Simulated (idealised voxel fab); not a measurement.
process module | voxel tone inversion
cross-section cut | 160 nm wide | cells 5 nm
A cross-section is a grid of square cells, given in bands from the top down. A band is one or more rows of cells.
Each band's line starts with the height of the band's top and of its bottom, in nm. Then come its materials from left to right, each with its width in nm. One material with "throughout" fills the band from edge to edge. "air" is empty space.
Height 0 is the level under which the wafer as received is all one material. The lowest band goes on downwards, as in "0 down".
A width such as "30 to 40" changes by the same amount from each row of cells to the next, from the band's top row to its bottom row.
"no change" after a step means that no cell of the cross-section changed.
closed voids: empty space of 8 cells or more with no open way to the top, each as width x height at its distance from the left edge, in nm
after a step's settings: what the simulator itself notes on the step
overlay nm, on a step with a mask: how far to the right of its planned place the mask lay; to the left if negative
plan
1 op RECEIVE | material Si
2 op CONFORMAL_DEP | material SiCN | thk nm 5
3 op DIRECTIONAL_DEP | material aC | thk nm 25
4 op PATTERN | tone cover | mask id POSTS | material resist | width nm 25 | pitch nm 40 | thk nm 30 | overlay nm 0
5 op DIRECTIONAL_ETCH | etch materials aC | depth nm 25
6 op STRIP | etch materials resist
7 op FILL_DEP | material SiO2 | thk nm 5
8 op CMP | height nm 30
9 op STRIP | etch materials aC
first wafer, as planned
as received, after step 1
  0 down: Si throughout
  closed voids: none
after step 2
  5 to 0: SiCN throughout
  below 0: unchanged
after step 3
  30 to 5: aC throughout
  below 5: unchanged
after step 4
  60 to 30: air 25 | resist 25 | air 15 | resist 25 | air 15 | resist 25 | air 30
  below 30: unchanged
after step 5
  35 to 30: air 25 | resist 25 | air 15 | resist 25 | air 15 | resist 25 | air 30
  30 to 5: air 25 | aC 25 | air 15 | aC 25 | air 15 | aC 25 | air 30
  below 5: unchanged
after step 6
  30 to 5: air 25 | aC 25 | air 15 | aC 25 | air 15 | aC 25 | air 30
  below 5: unchanged
after step 7
  35 to 30: SiO2 throughout
  30 to 5: SiO2 25 | aC 25 | SiO2 15 | aC 25 | SiO2 15 | aC 25 | SiO2 30
  below 5: unchanged
after step 8
  30 to 5: SiO2 25 | aC 25 | SiO2 15 | aC 25 | SiO2 15 | aC 25 | SiO2 30
  below 5: unchanged
after step 9
  30 to 5: SiO2 25 | air 25 | SiO2 15 | air 25 | SiO2 15 | air 25 | SiO2 30
  below 5: unchanged
second wafer: like start, like plan, one mistake. Through step 8 it matches the first wafer
when step 9 should have ended
  30 to 5: air 25 | aC 25 | air 15 | aC 25 | air 15 | aC 25 | air 30
  below 5: unchanged
what went wrong: step 9 ran as: op STRIP | etch materials SiO2
at the end the second wafer has, in cells: 85 fewer of SiO2 | 75 more of aC
